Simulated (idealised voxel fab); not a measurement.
process module | voxel transistor to metal
cross-section cut | 210 nm wide | cells 5 nm
A cross-section is a grid of square cells, given in bands from the top down. A band is one or more rows of cells.
Each band's line starts with the height of the band's top and of its bottom, in nm. Then come its materials from left to right, each with its width in nm. One material with "throughout" fills the band from edge to edge. "air" is empty space.
Height 0 is the level under which the wafer as received is all one material. The lowest band goes on downwards, as in "0 down".
A width such as "30 to 40" changes by the same amount from each row of cells to the next, from the band's top row to its bottom row.
"no change" after a step means that no cell of the cross-section changed.
closed voids: empty space of 8 cells or more with no open way to the top, each as width x height at its distance from the left edge, in nm
after a step's settings: what the simulator itself notes on the step
overlay nm, on a step with a mask: how far to the right of its planned place the mask lay; to the left if negative
plan
1 op RECEIVE | material Si
2 op CONFORMAL_DEP | material SiO2 | thk nm 5
3 op CONFORMAL_DEP | material SiN | thk nm 15
4 op DIRECTIONAL_DEP | material aC | thk nm 10
5 op PATTERN | tone cover | mask id ACTIVE | material resist | width nm 115 | thk nm 25 | overlay nm 0
6 op DIRECTIONAL_ETCH | etch materials aC | depth nm 10
7 op STRIP | etch materials resist
8 op DIRECTIONAL_ETCH | etch materials SiN | depth nm 15
9 op DIRECTIONAL_ETCH | etch materials SiO2 | depth nm 5
10 op DIRECTIONAL_ETCH | etch materials Si | depth nm 20
11 op STRIP | etch materials aC
12 op OXIDIZE | depth nm 5
13 op FILL_DEP | material SiO2 | thk nm 15
14 op CMP | height nm 20
15 op SELECTIVE_ETCH | etch materials SiO2 | depth nm 15
16 op STRIP | etch materials SiN
17 op SELECTIVE_ETCH | etch materials SiO2 | depth nm 5
18 op OXIDIZE | depth nm 5
19 op DIRECTIONAL_DEP | material polySi | thk nm 30
20 op DIRECTIONAL_DEP | material SiCN | thk nm 10
21 op PATTERN | tone cover | mask id GATE | material resist | width nm 25 | thk nm 20 | overlay nm 0
22 op DIRECTIONAL_ETCH | etch materials SiCN | depth nm 20
23 op DIRECTIONAL_ETCH | etch materials polySi | depth nm 40
24 op STRIP | etch materials resist
25 op CONFORMAL_DEP | material SiO2 | thk nm 5
26 op DIRECTIONAL_ETCH | etch materials SiO2 | depth nm 5
27 op CONFORMAL_DEP | material SiN | thk nm 5
28 op DIRECTIONAL_ETCH | etch materials SiN | depth nm 5
29 op DIRECTIONAL_ETCH | etch materials SiO2 | depth nm 5
30 op EPI | material SiGe | thk nm 5
31 op FILL_DEP | material SiO2 | thk nm 10
32 op CMP | height nm 40
33 op DIRECTIONAL_DEP | material SiO2 | thk nm 10
34 op MASKED_ETCH | tone open | mask id CONTACT | width nm 30 | pitch nm 65 | etch materials SiO2 | depth nm 50 | overlay nm 0
35 op CONFORMAL_DEP | material TiN | thk nm 5
36 op FILL_DEP | material W | thk nm 10
37 op CMP | height nm 50
38 op CONFORMAL_DEP | material SiN | thk nm 5
39 op DIRECTIONAL_DEP | material SiO2 | thk nm 20
40 op MASKED_ETCH | tone open | mask id METAL_1 | width nm 15 | pitch nm 80 | etch materials SiO2 | depth nm 20 | overlay nm 0
41 op MASKED_ETCH | tone open | mask id METAL_1 | width nm 15 | pitch nm 80 | etch materials SiN | depth nm 5 | overlay nm 0
42 op CONFORMAL_DEP | material TiN | thk nm 5
43 op FILL_DEP | material W | thk nm 10
44 op CMP | height nm 75
45 op EPI | material Ru | thk nm 5
46 op FILL_DEP | material SiCN | thk nm 5
first wafer, as planned
as received, after step 1
  0 down: Si throughout
  closed voids: none
after step 2
  5 to 0: SiO2 throughout
  below 0: unchanged
after step 3
  20 to 5: SiN throughout
  below 5: unchanged
after step 4
  30 to 20: aC throughout
  below 20: unchanged
after step 5
  55 to 30: air 45 | resist 115 | air 50
  below 30: unchanged
after step 6
  45 to 30: air 45 | resist 115 | air 50
  30 to 20: air 45 | aC 115 | air 50
  below 20: unchanged
after step 7
  30 to 20: air 45 | aC 115 | air 50
  below 20: unchanged
after step 8
  30 to 20: air 45 | aC 115 | air 50
  20 to 5: air 45 | SiN 115 | air 50
  below 5: unchanged
after step 9
  30 to 20: air 45 | aC 115 | air 50
  20 to 5: air 45 | SiN 115 | air 50
  5 to 0: air 45 | SiO2 115 | air 50
  below 0: unchanged
after step 10
  30 to 20: air 45 | aC 115 | air 50
  20 to 5: air 45 | SiN 115 | air 50
  5 to 0: air 45 | SiO2 115 | air 50
  0 to -20: air 45 | Si 115 | air 50
  below -20: unchanged
after step 11
  20 to 5: air 45 | SiN 115 | air 50
  below 5: unchanged
after step 12
  20 to 5: air 45 | SiN 115 | air 50
  5 to 0: air 45 | SiO2 115 | air 50
  0 to -20: air 45 | SiO2 5 | Si 105 | SiO2 5 | air 50
  -20 to -25: SiO2 50 | Si 105 | SiO2 55
  below -25: unchanged
after step 13
  35 to 20: SiO2 throughout
  20 to 5: SiO2 45 | SiN 115 | SiO2 50
  5 to 0: SiO2 throughout
  0 to -25: SiO2 50 | Si 105 | SiO2 55
  below -25: unchanged
after step 14
  20 to 5: SiO2 45 | SiN 115 | SiO2 50
  below 5: unchanged
after step 15
  20 to 5: air 45 | SiN 115 | air 50
  below 5: unchanged
after step 16
  5 to 0: SiO2 throughout
  below 0: unchanged
after step 17
  0 to -25: SiO2 50 | Si 105 | SiO2 55
  below -25: unchanged
after step 18
  0 to -5: SiO2 throughout
  below -5: unchanged
after step 19
  30 to 0: polySi throughout
  below 0: unchanged
after step 20
  40 to 30: SiCN throughout
  below 30: unchanged
after step 21
  60 to 40: air 90 | resist 25 | air 95
  below 40: unchanged
after step 22
  60 to 40: air 90 | resist 25 | air 95
  40 to 30: air 90 | SiCN 25 | air 95
  below 30: unchanged
after step 23
  60 to 40: air 90 | resist 25 | air 95
  40 to 30: air 90 | SiCN 25 | air 95
  30 to 0: air 90 | polySi 25 | air 95
  below 0: unchanged
after step 24
  40 to 30: air 90 | SiCN 25 | air 95
  below 30: unchanged
after step 25
  45 to 40: air 85 | SiO2 35 | air 90
  40 to 30: air 85 | SiO2 5 | SiCN 25 | SiO2 5 | air 90
  30 to 5: air 85 | SiO2 5 | polySi 25 | SiO2 5 | air 90
  5 to 0: SiO2 90 | polySi 25 | SiO2 95
  below 0: unchanged
after step 26
  40 to 30: air 85 | SiO2 5 | SiCN 25 | SiO2 5 | air 90
  30 to 0: air 85 | SiO2 5 | polySi 25 | SiO2 5 | air 90
  below 0: unchanged
after step 27
  45 to 40: air 80 | SiN 45 | air 85
  40 to 30: air 80 | SiN 5 | SiO2 5 | SiCN 25 | SiO2 5 | SiN 5 | air 85
  30 to 5: air 80 | SiN 5 | SiO2 5 | polySi 25 | SiO2 5 | SiN 5 | air 85
  5 to 0: SiN 85 | SiO2 5 | polySi 25 | SiO2 5 | SiN 90
  below 0: unchanged
after step 28
  40 to 30: air 80 | SiN 5 | SiO2 5 | SiCN 25 | SiO2 5 | SiN 5 | air 85
  30 to 0: air 80 | SiN 5 | SiO2 5 | polySi 25 | SiO2 5 | SiN 5 | air 85
  below 0: unchanged
after step 29
  40 to 35: air 80 | SiN 5 | air 5 | SiCN 25 | air 5 | SiN 5 | air 85
  35 to 30: air 80 | SiN 5 | SiO2 5 | SiCN 25 | SiO2 5 | SiN 5 | air 85
  30 to 0: air 80 | SiN 5 | SiO2 5 | polySi 25 | SiO2 5 | SiN 5 | air 85
  0 to -5: air 80 | SiO2 45 | air 85
  below -5: unchanged
after step 30
  40 to 35: air 80 | SiN 5 | air 5 | SiCN 25 | air 5 | SiN 5 | air 85
  35 to 30: air 80 | SiN 5 | SiO2 5 | SiCN 25 | SiO2 5 | SiN 5 | air 85
  30 to 0: air 80 | SiN 5 | SiO2 5 | polySi 25 | SiO2 5 | SiN 5 | air 85
  0 to -5: air 45 | SiGe 35 | SiO2 45 | SiGe 35 | air 50
  below -5: unchanged
after step 31
  50 to 40: SiO2 throughout
  40 to 30: SiO2 80 | SiN 5 | SiO2 5 | SiCN 25 | SiO2 5 | SiN 5 | SiO2 85
  30 to 0: SiO2 80 | SiN 5 | SiO2 5 | polySi 25 | SiO2 5 | SiN 5 | SiO2 85
  0 to -5: SiO2 45 | SiGe 35 | SiO2 45 | SiGe 35 | SiO2 50
  below -5: unchanged
after step 32
  40 to 30: SiO2 80 | SiN 5 | SiO2 5 | SiCN 25 | SiO2 5 | SiN 5 | SiO2 85
  below 30: unchanged
after step 33
  50 to 40: SiO2 throughout
  below 40: unchanged
after step 34
  50 to 40: SiO2 55 | air 30 | SiO2 35 | air 30 | SiO2 60
  40 to 30: SiO2 55 | air 25 | SiN 5 | SiO2 5 | SiCN 25 | SiO2 5 | SiN 5 | air 25 | SiO2 60
  30 to 0: SiO2 55 | air 25 | SiN 5 | SiO2 5 | polySi 25 | SiO2 5 | SiN 5 | air 25 | SiO2 60
  below 0: unchanged
after step 35
  55 to 50: TiN 60 | air 20 | TiN 45 | air 20 | TiN 65
  50 to 40: SiO2 55 | TiN 5 | air 20 to 15 | TiN 5 to 10 | SiO2 35 | TiN 5 to 10 | air 20 to 15 | TiN 5 | SiO2 60
  40 to 30: SiO2 55 | TiN 5 | air 15 | TiN 5 | SiN 5 | SiO2 5 | SiCN 25 | SiO2 5 | SiN 5 | TiN 5 | air 15 | TiN 5 | SiO2 60
  30 to 5: SiO2 55 | TiN 5 | air 15 | TiN 5 | SiN 5 | SiO2 5 | polySi 25 | SiO2 5 | SiN 5 | TiN 5 | air 15 | TiN 5 | SiO2 60
  5 to 0: SiO2 55 | TiN 25 | SiN 5 | SiO2 5 | polySi 25 | SiO2 5 | SiN 5 | TiN 25 | SiO2 60
  below 0: unchanged
after step 36
  65 to 55: W throughout
  55 to 50: TiN 60 | W 20 | TiN 45 | W 20 | TiN 65
  50 to 40: SiO2 55 | TiN 5 | W 20 to 15 | TiN 5 to 10 | SiO2 35 | TiN 5 to 10 | W 20 to 15 | TiN 5 | SiO2 60
  40 to 30: SiO2 55 | TiN 5 | W 15 | TiN 5 | SiN 5 | SiO2 5 | SiCN 25 | SiO2 5 | SiN 5 | TiN 5 | W 15 | TiN 5 | SiO2 60
  30 to 5: SiO2 55 | TiN 5 | W 15 | TiN 5 | SiN 5 | SiO2 5 | polySi 25 | SiO2 5 | SiN 5 | TiN 5 | W 15 | TiN 5 | SiO2 60
  below 5: unchanged
after step 37
  50 to 40: SiO2 55 | TiN 5 | W 20 to 15 | TiN 5 to 10 | SiO2 35 | TiN 5 to 10 | W 20 to 15 | TiN 5 | SiO2 60
  below 40: unchanged
after step 38
  55 to 50: SiN throughout
  below 50: unchanged
after step 39
  75 to 55: SiO2 throughout
  below 55: unchanged
after step 40
  75 to 55: SiO2 55 | air 15 | SiO2 65 | air 15 | SiO2 60
  below 55: unchanged
after step 41
  75 to 55: SiO2 55 | air 15 | SiO2 65 | air 15 | SiO2 60
  55 to 50: SiN 55 | air 15 | SiN 65 | air 15 | SiN 60
  below 50: unchanged
after step 42
  80 to 75: TiN 60 | air 5 | TiN 75 | air 5 | TiN 65
  75 to 55: SiO2 55 | TiN 5 | air 5 | TiN 5 | SiO2 65 | TiN 5 | air 5 | TiN 5 | SiO2 60
  55 to 50: SiN 55 | TiN 15 | SiN 65 | TiN 15 | SiN 60
  below 50: unchanged
after step 43
  90 to 80: W throughout
  80 to 75: TiN 60 | W 5 | TiN 75 | W 5 | TiN 65
  75 to 55: SiO2 55 | TiN 5 | W 5 | TiN 5 | SiO2 65 | TiN 5 | W 5 | TiN 5 | SiO2 60
  below 55: unchanged
after step 44
  75 to 55: SiO2 55 | TiN 5 | W 5 | TiN 5 | SiO2 65 | TiN 5 | W 5 | TiN 5 | SiO2 60
  below 55: unchanged
after step 45
  80 to 75: air 50 | Ru 25 | air 55 | Ru 25 | air 55
  below 75: unchanged
after step 46
  85 to 80: SiCN throughout
  80 to 75: SiCN 50 | Ru 25 | SiCN 55 | Ru 25 | SiCN 55
  below 75: unchanged
second wafer: like start, like plan, one mistake. Through step 14 it matches the first wafer
when step 15 should have ended
  20 to 5: SiO2 45 | air 115 | SiO2 50
  below 5: unchanged
when step 16 should have ended
  5 to 0: SiO2 30 | air 145 | SiO2 35
  0 to -10: SiO2 30 | air 20 | Si 105 | air 20 | SiO2 35
  below -10: unchanged
when step 17 should have ended
  0 to -15: SiO2 25 | air 25 | Si 105 | air 25 | SiO2 30
  below -15: unchanged
when step 18 should have ended
  0 to -5: SiO2 25 | air 25 | SiO2 105 | air 25 | SiO2 30
  -5 to -15: SiO2 25 | air 25 | SiO2 5 | Si 95 | SiO2 5 | air 25 | SiO2 30
  -15 to -25: SiO2 55 to 50 | Si 95 to 105 | SiO2 60 to 55
  below -25: unchanged
when step 19 should have ended
  30 to 15: polySi 25 | air 25 | polySi 105 | air 25 | polySi 30
  15 to 0: polySi throughout
  0 to -5: SiO2 25 | polySi 25 | SiO2 105 | polySi 25 | SiO2 30
  -5 to -15: SiO2 25 | polySi 25 | SiO2 5 | Si 95 | SiO2 5 | polySi 25 | SiO2 30
  below -15: unchanged
when step 20 should have ended
  40 to 30: SiCN 25 | air 25 | SiCN 105 | air 25 | SiCN 30
  30 to 25: polySi 25 | air 25 | polySi 105 | air 25 | polySi 30
  25 to 15: polySi 25 | SiCN 25 | polySi 105 | SiCN 25 | polySi 30
  below 15: unchanged
when step 21 should have ended
  60 to 40: air 90 | resist 25 | air 95
  below 40: unchanged
when step 22 should have ended
  60 to 40: air 90 | resist 25 | air 95
  40 to 30: air 90 | SiCN 25 | air 95
  30 to 15: polySi 25 | air 25 | polySi 105 | air 25 | polySi 30
  below 15: unchanged
when step 23 should have ended
  60 to 40: air 90 | resist 25 | air 95
  40 to 30: air 90 | SiCN 25 | air 95
  30 to 0: air 90 | polySi 25 | air 95
  0 to -5: SiO2 25 | air 25 | SiO2 105 | air 25 | SiO2 30
  -5 to -15: SiO2 25 | air 25 | SiO2 5 | Si 95 | SiO2 5 | air 25 | SiO2 30
  below -15: unchanged
when step 24 should have ended
  40 to 30: air 90 | SiCN 25 | air 95
  below 30: unchanged
when step 25 should have ended
  45 to 40: air 85 | SiO2 35 | air 90
  40 to 30: air 85 | SiO2 5 | SiCN 25 | SiO2 5 | air 90
  30 to 5: air 85 | SiO2 5 | polySi 25 | SiO2 5 | air 90
  5 to 0: SiO2 30 | air 15 | SiO2 45 | polySi 25 | SiO2 45 | air 15 | SiO2 35
  0 to -5: SiO2 30 | air 15 | SiO2 115 | air 15 | SiO2 35
  -5 to -10: SiO2 30 | air 15 | SiO2 10 | Si 95 | SiO2 10 | air 15 | SiO2 35
  -10 to -20: SiO2 55 | Si 95 | SiO2 60
  below -20: unchanged
when step 26 should have ended
  40 to 30: air 85 | SiO2 5 | SiCN 25 | SiO2 5 | air 90
  30 to 0: air 85 | SiO2 5 | polySi 25 | SiO2 5 | air 90
  0 to -5: SiO2 30 | air 15 | SiO2 115 | air 15 | SiO2 35
  -5 to -15: SiO2 30 | air 15 | SiO2 10 | Si 95 | SiO2 10 | air 15 | SiO2 35
  below -15: unchanged
when step 27 should have ended
  45 to 40: air 80 | SiN 45 | air 85
  40 to 30: air 80 | SiN 5 | SiO2 5 | SiCN 25 | SiO2 5 | SiN 5 | air 85
  30 to 5: air 80 | SiN 5 | SiO2 5 | polySi 25 | SiO2 5 | SiN 5 | air 85
  5 to 0: SiN 35 | air 5 | SiN 45 | SiO2 5 | polySi 25 | SiO2 5 | SiN 45 | air 5 | SiN 40
  0 to -5: SiO2 30 | SiN 5 | air 5 | SiN 5 | SiO2 115 | SiN 5 | air 5 | SiN 5 | SiO2 35
  -5 to -10: SiO2 30 | SiN 5 | air 5 | SiN 5 | SiO2 10 | Si 95 | SiO2 10 | SiN 5 | air 5 | SiN 5 | SiO2 35
  -10 to -15: SiO2 30 | SiN 15 | SiO2 10 | Si 95 | SiO2 10 | SiN 15 | SiO2 35
  below -15: unchanged
when step 28 should have ended
  40 to 30: air 80 | SiN 5 | SiO2 5 | SiCN 25 | SiO2 5 | SiN 5 | air 85
  30 to 0: air 80 | SiN 5 | SiO2 5 | polySi 25 | SiO2 5 | SiN 5 | air 85
  0 to -5: SiO2 30 | SiN 5 | air 5 | SiN 5 | SiO2 115 | SiN 5 | air 5 | SiN 5 | SiO2 35
  -5 to -15: SiO2 30 | SiN 5 | air 5 | SiN 5 | SiO2 10 | Si 95 | SiO2 10 | SiN 5 | air 5 | SiN 5 | SiO2 35
  below -15: unchanged
when step 29 should have ended
  40 to 35: air 80 | SiN 5 | air 5 | SiCN 25 | air 5 | SiN 5 | air 85
  35 to 30: air 80 | SiN 5 | SiO2 5 | SiCN 25 | SiO2 5 | SiN 5 | air 85
  30 to 0: air 80 | SiN 5 | SiO2 5 | polySi 25 | SiO2 5 | SiN 5 | air 85
  0 to -5: air 30 | SiN 5 | air 5 | SiN 5 | air 35 | SiO2 45 | air 35 | SiN 5 | air 5 | SiN 5 | air 35
  -5 to -15: SiO2 30 | SiN 5 | air 5 | SiN 5 | SiO2 10 | Si 95 | SiO2 10 | SiN 5 | air 5 | SiN 5 | SiO2 35
  -15 to -20: SiO2 35 | air 5 | SiO2 15 | Si 95 | SiO2 15 | air 5 | SiO2 40
  below -20: unchanged
when step 30 should have ended
  40 to 35: air 80 | SiN 5 | air 5 | SiCN 25 | air 5 | SiN 5 | air 85
  35 to 30: air 80 | SiN 5 | SiO2 5 | SiCN 25 | SiO2 5 | SiN 5 | air 85
  30 to 0: air 80 | SiN 5 | SiO2 5 | polySi 25 | SiO2 5 | SiN 5 | air 85
  0 to -5: air 30 | SiN 5 | air 5 | SiN 5 | air 5 | SiGe 30 | SiO2 45 | SiGe 30 | air 5 | SiN 5 | air 5 | SiN 5 | air 35
  below -5: unchanged
when step 31 should have ended
  50 to 40: SiO2 throughout
  40 to 30: SiO2 80 | SiN 5 | SiO2 5 | SiCN 25 | SiO2 5 | SiN 5 | SiO2 85
  30 to 0: SiO2 80 | SiN 5 | SiO2 5 | polySi 25 | SiO2 5 | SiN 5 | SiO2 85
  0 to -5: SiO2 30 | SiN 5 | SiO2 5 | SiN 5 | SiO2 5 | SiGe 30 | SiO2 45 | SiGe 30 | SiO2 5 | SiN 5 | SiO2 5 | SiN 5 | SiO2 35
  -5 to -15: SiO2 30 | SiN 5 | SiO2 5 | SiN 5 | SiO2 10 | Si 95 | SiO2 10 | SiN 5 | SiO2 5 | SiN 5 | SiO2 35
  -15 to -25: SiO2 55 to 50 | Si 95 to 105 | SiO2 60 to 55
  below -25: unchanged
when step 32 should have ended
  40 to 30: SiO2 80 | SiN 5 | SiO2 5 | SiCN 25 | SiO2 5 | SiN 5 | SiO2 85
  below 30: unchanged
when step 33 should have ended
  50 to 40: SiO2 throughout
  below 40: unchanged
when step 34 should have ended
  50 to 40: SiO2 55 | air 30 | SiO2 35 | air 30 | SiO2 60
  40 to 30: SiO2 55 | air 25 | SiN 5 | SiO2 5 | SiCN 25 | SiO2 5 | SiN 5 | air 25 | SiO2 60
  30 to 0: SiO2 55 | air 25 | SiN 5 | SiO2 5 | polySi 25 | SiO2 5 | SiN 5 | air 25 | SiO2 60
  below 0: unchanged
when step 35 should have ended
  55 to 50: TiN 60 | air 20 | TiN 45 | air 20 | TiN 65
  50 to 40: SiO2 55 | TiN 5 | air 20 to 15 | TiN 5 to 10 | SiO2 35 | TiN 5 to 10 | air 20 to 15 | TiN 5 | SiO2 60
  40 to 30: SiO2 55 | TiN 5 | air 15 | TiN 5 | SiN 5 | SiO2 5 | SiCN 25 | SiO2 5 | SiN 5 | TiN 5 | air 15 | TiN 5 | SiO2 60
  30 to 5: SiO2 55 | TiN 5 | air 15 | TiN 5 | SiN 5 | SiO2 5 | polySi 25 | SiO2 5 | SiN 5 | TiN 5 | air 15 | TiN 5 | SiO2 60
  5 to 0: SiO2 55 | TiN 25 | SiN 5 | SiO2 5 | polySi 25 | SiO2 5 | SiN 5 | TiN 25 | SiO2 60
  below 0: unchanged
when step 36 should have ended
  65 to 55: W throughout
  55 to 50: TiN 60 | W 20 | TiN 45 | W 20 | TiN 65
  50 to 40: SiO2 55 | TiN 5 | W 20 to 15 | TiN 5 to 10 | SiO2 35 | TiN 5 to 10 | W 20 to 15 | TiN 5 | SiO2 60
  40 to 30: SiO2 55 | TiN 5 | W 15 | TiN 5 | SiN 5 | SiO2 5 | SiCN 25 | SiO2 5 | SiN 5 | TiN 5 | W 15 | TiN 5 | SiO2 60
  30 to 5: SiO2 55 | TiN 5 | W 15 | TiN 5 | SiN 5 | SiO2 5 | polySi 25 | SiO2 5 | SiN 5 | TiN 5 | W 15 | TiN 5 | SiO2 60
  below 5: unchanged
when step 37 should have ended
  50 to 40: SiO2 55 | TiN 5 | W 20 to 15 | TiN 5 to 10 | SiO2 35 | TiN 5 to 10 | W 20 to 15 | TiN 5 | SiO2 60
  below 40: unchanged
when step 38 should have ended
  55 to 50: SiN throughout
  below 50: unchanged
when step 39 should have ended
  75 to 55: SiO2 throughout
  below 55: unchanged
when step 40 should have ended
  75 to 55: SiO2 55 | air 15 | SiO2 65 | air 15 | SiO2 60
  below 55: unchanged
when step 41 should have ended
  75 to 55: SiO2 55 | air 15 | SiO2 65 | air 15 | SiO2 60
  55 to 50: SiN 55 | air 15 | SiN 65 | air 15 | SiN 60
  below 50: unchanged
when step 42 should have ended
  80 to 75: TiN 60 | air 5 | TiN 75 | air 5 | TiN 65
  75 to 55: SiO2 55 | TiN 5 | air 5 | TiN 5 | SiO2 65 | TiN 5 | air 5 | TiN 5 | SiO2 60
  55 to 50: SiN 55 | TiN 15 | SiN 65 | TiN 15 | SiN 60
  below 50: unchanged
when step 43 should have ended
  90 to 80: W throughout
  80 to 75: TiN 60 | W 5 | TiN 75 | W 5 | TiN 65
  75 to 55: SiO2 55 | TiN 5 | W 5 | TiN 5 | SiO2 65 | TiN 5 | W 5 | TiN 5 | SiO2 60
  below 55: unchanged
when step 44 should have ended
  75 to 55: SiO2 55 | TiN 5 | W 5 | TiN 5 | SiO2 65 | TiN 5 | W 5 | TiN 5 | SiO2 60
  below 55: unchanged
when step 45 should have ended
  80 to 75: air 50 | Ru 25 | air 55 | Ru 25 | air 55
  below 75: unchanged
when step 46 should have ended
  85 to 80: SiCN throughout
  80 to 75: SiCN 50 | Ru 25 | SiCN 55 | Ru 25 | SiCN 55
  below 75: unchanged
what went wrong: steps 15 and 16 were swapped
at the end the second wafer has, in cells: 6 fewer of Si | 2 fewer of SiGe | 12 more of SiN | 4 fewer of SiO2
